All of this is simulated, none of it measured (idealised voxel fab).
Process module name: voxel capacitor over wiring
Displayed cross-section: cut, width of 300 nm, square cells sized 5 nm.
Each cross-section below is a grid of square cells, stated as bands in top-down order, with one or more rows of cells making up each band.
Band: top height; bottom height; in nm. Then, left to right: material with width in nm, for each material. "all across": a single material spanning edge to edge. "air": empty space.
Heights are measured from 0, the level below which the as-received wafer is all one material; the lowest band has no bottom and continues downward, written as in "top 0, no bottom".
Read "30->40" as a graded width: first number on top, second number at the bottom, same change between each pair of neighbouring rows.
The cross-section has no changed cell in any step marked "nothing different".
Listed in "Sealed internal cavities": every empty space of 8 or more cells without an open way to the top. Form: width x height at distance, the distance being from the left edge, all in nm.
That trailing text on a step's line, after the settings, is the simulator's own remark on the step.
When a step includes a mask, the "overlay nm" setting on its line states how far to the right of its planned place that mask lay, and negative values state how far to the left.

Planned step list for the process
- 1: RECEIVE with material Si
- 2: CONFORMAL_DEP with material SiO2, thk nm 15
- 3: CONFORMAL_DEP with material SiN, thk nm 5
- 4: DIRECTIONAL_DEP with material lowk, thk nm 20
- 5: DIRECTIONAL_DEP with material aC, thk nm 15
- 6: PATTERN with tone open, mask id METAL_1, material resist, width nm 20, pitch nm 85, thk nm 30, overlay nm 0
- 7: DIRECTIONAL_ETCH with etch materials aC, depth nm 15
- 8: STRIP with etch materials resist
- 9: DIRECTIONAL_ETCH with etch materials lowk, depth nm 20
- 10: DIRECTIONAL_ETCH with etch materials SiN, depth nm 5
- 11: STRIP with etch materials aC
- 12: CONFORMAL_DEP with material TiN, thk nm 5
- 13: FILL_DEP with material Cu, thk nm 10
- 14: CMP with height nm 40
- 15: CONFORMAL_DEP with material SiCN, thk nm 5
- 16: DIRECTIONAL_DEP with material lowk, thk nm 20
- 17: PATTERN with tone open, mask id PLUG_1, material resist, width nm 15, thk nm 20, overlay nm 0
- 18: DIRECTIONAL_ETCH with etch materials lowk, depth nm 20
- 19: DIRECTIONAL_ETCH with etch materials SiCN, depth nm 5
- 20: STRIP with etch materials resist
- 21: EPI with material Ru, thk nm 10
- 22: EPI with material Ru, thk nm 10
- 23: EPI with material Ru, thk nm 5
- 24: DIRECTIONAL_DEP with material TiN, thk nm 5
- 25: DIRECTIONAL_DEP with material SiN, thk nm 5
- 26: DIRECTIONAL_DEP with material TiN, thk nm 10
- 27: PATTERN with tone cover, mask id UPPER_PLATE, material resist, width nm 70, thk nm 15, overlay nm 0
- 28: DIRECTIONAL_ETCH with etch materials TiN, depth nm 10
- 29: DIRECTIONAL_ETCH with etch materials SiN, depth nm 5
- 30: STRIP with etch materials resist
- 31: MASKED_ETCH with tone cover, mask id LOWER_PLATE, width nm 80, etch materials TiN, depth nm 5, overlay nm 0
- 32: FILL_DEP with material SiO2, thk nm 20
- 33: CMP with height nm 100
- 34: MASKED_ETCH with tone open, mask id PLUG_2, width nm 15, etch materials SiO2, depth nm 15, overlay nm 0
- 35: CONFORMAL_DEP with material TiN, thk nm 5
- 36: FILL_DEP with material Cu, thk nm 10
- 37: CMP with height nm 100
- 38: CONFORMAL_DEP with material SiCN, thk nm 5

Cross-section, incoming material, after step 1
  top 0, no bottom: Si all across
  Sealed internal cavities: none

Post-module cross-section: identical start and plan to those above, one misstep in execution
  top 105, bottom 100: SiCN all across
  top 100, bottom 90: 110 of SiO2 / 5 of TiN / 5 of Cu / 5 of TiN / 175 of SiO2
  top 90, bottom 80: 110->100 of SiO2 / 15->20 of TiN / 175->180 of SiO2
  top 80, bottom 75: 100 of SiO2 / 70 of TiN / 130 of SiO2
  top 75, bottom 70: 100 of SiO2 / 20 of SiN / 50 of TiN / 130 of SiO2
  top 70, bottom 65: 95 of SiO2 / 25 of TiN / 50 of SiN / 130 of SiO2
  top 65, bottom 60: 95 of SiO2 / 25 of Ru / 55 of TiN / 125 of SiO2
  top 60, bottom 45: 100 of lowk / 15 of Ru / 185 of lowk
  top 45, bottom 40: 100 of SiCN / 15 of Ru / 185 of SiCN
  top 40, bottom 20: 95 of lowk / 5 of TiN / 10 of Cu / 5 of TiN / 65 of lowk / 5 of TiN / 10 of Cu / 5 of TiN / 100 of lowk
  top 20, bottom 15: 95 of SiN / 20 of TiN / 65 of SiN / 20 of TiN / 100 of SiN
  top 15, bottom 0: SiO2 all across
  top 0, no bottom: Si all across
  Sealed internal cavities: none
Nonconformance to the process plan: step 16 ran as: DIRECTIONAL_DEP with material lowk, thk nm 15
